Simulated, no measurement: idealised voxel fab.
The following is a process module called voxel air gaps.
We display cut, a cross-section 270 nm in width whose square cells are each 5 nm.
Just so we're on the same page, the cross-sections are grids of square cells, and they're listed out in bands top to bottom, each band one or more rows deep.
For a band, the entry starts with two heights in nm, that of the top and then that of the bottom, and carries on with the band's materials in order from left to right, each alongside its width in nm; the word "all across" beside a single material means it fills the band edge to edge, and "blank" means empty space.
Heights are reckoned from 0. Under this level, the received wafer is all of one material. The bottommost band is open-ended downward, for example "0 and below".
The expression "30->40" gives the width at the extremes of the band, the first number at its top row of cells and the second at its bottom row, with the width changing by equal amounts from each row to the next in between.
Any step labelled "no change occurred" changed none of the cells in the cross-section.
In the "Enclosed internal cavities" entry, you get each enclosed empty space of 8 cells or more, one with no open way to the top, written width x height at distance, distance from the left edge, in nm.
Heads up: the bit after the settings on a step's line is the simulator's remark on that step.
On any step carrying a mask, the "overlay nm" setting, if present on the step's line, tells how far right of its planned place the mask lay; negative values point to the left.
### Process steps foreseen in the plan
1. RECEIVE,material Si
2. CONFORMAL_DEP,material SiO2,thk nm 15
3. CONFORMAL_DEP,material SiN,thk nm 5
4. DIRECTIONAL_DEP,material lowk,thk nm 30
5. PATTERN,tone open,mask id LINES,material resist,width nm 25,pitch nm 50,thk nm 15,overlay nm 0
6. DIRECTIONAL_ETCH,etch materials lowk,depth nm 30
7. STRIP,etch materials resist
8. CONFORMAL_DEP,material TiN,thk nm 5
9. FILL_DEP,material Cu,thk nm 10
10. CMP,height nm 50
11. EPI,material Ru,thk nm 10
12. SELECTIVE_ETCH,etch materials lowk,depth nm 40
13. CONFORMAL_DEP,material SiCN,thk nm 5
### First of two wafers, processed according to plan
### Shown in cross-section is the wafer as received, that is, as it stands after step 1
    0 and below: Si all across
    Enclosed internal cavities: none
### Once step 2 is through, the wafer looks like this in cross-section
    15 down to 0: SiO2 all across
    Everything below 0 is unchanged.
### Once step 3 is through, the wafer looks like this in cross-section
    20 down to 15: SiN all across
    Everything below 15 is unchanged.
### Once step 4 is through, the wafer looks like this in cross-section
    50 down to 20: lowk all across
    Everything below 20 is unchanged.
### Once step 5 is through, the wafer looks like this in cross-section
    65 down to 50: resist (45); blank (25); resist (25); blank (25); resist (25); blank (25); resist (25); blank (25); resist (50)
    Everything below 50 is unchanged.
### Once step 6 is through, the wafer looks like this in cross-section
    65 down to 50: resist (45); blank (25); resist (25); blank (25); resist (25); blank (25); resist (25); blank (25); resist (50)
    50 down to 20: lowk (45); blank (25); lowk (25); blank (25); lowk (25); blank (25); lowk (25); blank (25); lowk (50)
    Everything below 20 is unchanged.
### Once step 7 is through, the wafer looks like this in cross-section
    50 down to 20: lowk (45); blank (25); lowk (25); blank (25); lowk (25); blank (25); lowk (25); blank (25); lowk (50)
    Everything below 20 is unchanged.
### Once step 8 is through, the wafer looks like this in cross-section
    55 down to 50: TiN (50); blank (15); TiN (35); blank (15); TiN (35); blank (15); TiN (35); blank (15); TiN (55)
    50 down to 25: lowk (45); TiN (5); blank (15); TiN (5); lowk (25); TiN (5); blank (15); TiN (5); lowk (25); TiN (5); blank (15); TiN (5); lowk (25); TiN (5); blank (15); TiN (5); lowk (50)
    25 down to 20: lowk (45); TiN (25); lowk (25); TiN (25); lowk (25); TiN (25); lowk (25); TiN (25); lowk (50)
    Everything below 20 is unchanged.
### Once step 9 is through, the wafer looks like this in cross-section
    65 down to 55: Cu all across
    55 down to 50: TiN (50); Cu (15); TiN (35); Cu (15); TiN (35); Cu (15); TiN (35); Cu (15); TiN (55)
    50 down to 25: lowk (45); TiN (5); Cu (15); TiN (5); lowk (25); TiN (5); Cu (15); TiN (5); lowk (25); TiN (5); Cu (15); TiN (5); lowk (25); TiN (5); Cu (15); TiN (5); lowk (50)
    Everything below 25 is unchanged.
### Once step 10 is through, the wafer looks like this in cross-section
    50 down to 25: lowk (45); TiN (5); Cu (15); TiN (5); lowk (25); TiN (5); Cu (15); TiN (5); lowk (25); TiN (5); Cu (15); TiN (5); lowk (25); TiN (5); Cu (15); TiN (5); lowk (50)
    Everything below 25 is unchanged.
### Once step 11 is through, the wafer looks like this in cross-section
    60 down to 50: blank (35); Ru (45); blank (5); Ru (45); blank (5); Ru (45); blank (5); Ru (45); blank (40)
    Everything below 50 is unchanged.
### Once step 12 is through, the wafer looks like this in cross-section
    60 down to 50: blank (35); Ru (45); blank (5); Ru (45); blank (5); Ru (45); blank (5); Ru (45); blank (40)
    50 down to 25: blank (45); TiN (5); Cu (15); TiN (5); blank (25); TiN (5); Cu (15); TiN (5); blank (25); TiN (5); Cu (15); TiN (5); blank (25); TiN (5); Cu (15); TiN (5); blank (50)
    25 down to 20: blank (45); TiN (25); blank (25); TiN (25); blank (25); TiN (25); blank (25); TiN (25); blank (50)
    Everything below 20 is unchanged.
### Once step 13 is through, the wafer looks like this in cross-section
    65 down to 60: blank (30); SiCN (205); blank (35)
    60 down to 50: blank (30); SiCN (5); Ru (45); SiCN (5); Ru (45); SiCN (5); Ru (45); SiCN (5); Ru (45); SiCN (5); blank (35)
    50 down to 45: blank (30); SiCN (15); TiN (5); Cu (15); TiN (5); SiCN (25); TiN (5); Cu (15); TiN (5); SiCN (25); TiN (5); Cu (15); TiN (5); SiCN (25); TiN (5); Cu (15); TiN (5); SiCN (15); blank (35)
    45 down to 25: blank (40); SiCN (5); TiN (5); Cu (15); TiN (5); SiCN (5); blank (15); SiCN (5); TiN (5); Cu (15); TiN (5); SiCN (5); blank (15); SiCN (5); TiN (5); Cu (15); TiN (5); SiCN (5); blank (15); SiCN (5); TiN (5); Cu (15); TiN (5); SiCN (5); blank (45)
    25 down to 20: SiCN (45); TiN (25); SiCN (25); TiN (25); SiCN (25); TiN (25); SiCN (25); TiN (25); SiCN (50)
    Everything below 20 is unchanged.
    Enclosed internal cavities: 15 x 20 at 75; 15 x 20 at 125; 15 x 20 at 175
### The second wafer: identical to the first at the outset and in its planned sequence, differing only in that one mistake was made during processing; up to and including step 11, its path is the first wafer's path
### Look at the second wafer in cross-section at the time step 12 ought to have finished
    50 down to 25: lowk (45); TiN (5); Cu (15); TiN (5); lowk (25); TiN (5); Cu (15); TiN (5); lowk (25); TiN (5); Cu (15); TiN (5); lowk (25); TiN (5); Cu (15); TiN (5); lowk (50)
    Everything below 25 is unchanged.
### Look at the second wafer in cross-section at the time step 13 ought to have finished
    55 down to 50: SiCN all across
    Everything below 50 is unchanged.
Short version of what went wrong: step 12 was processed under conditions differing from the plan, specifically as SELECTIVE_ETCH,etch materials Ru,depth nm 40
The final cell counts differ between the wafers, with the second having more or fewer of some materials than the first: Ru: 72 fewer | SiCN: 84 fewer | lowk: 204 more
Final observation: first wafer, 3 closed voids; second wafer, 0 closed voids.
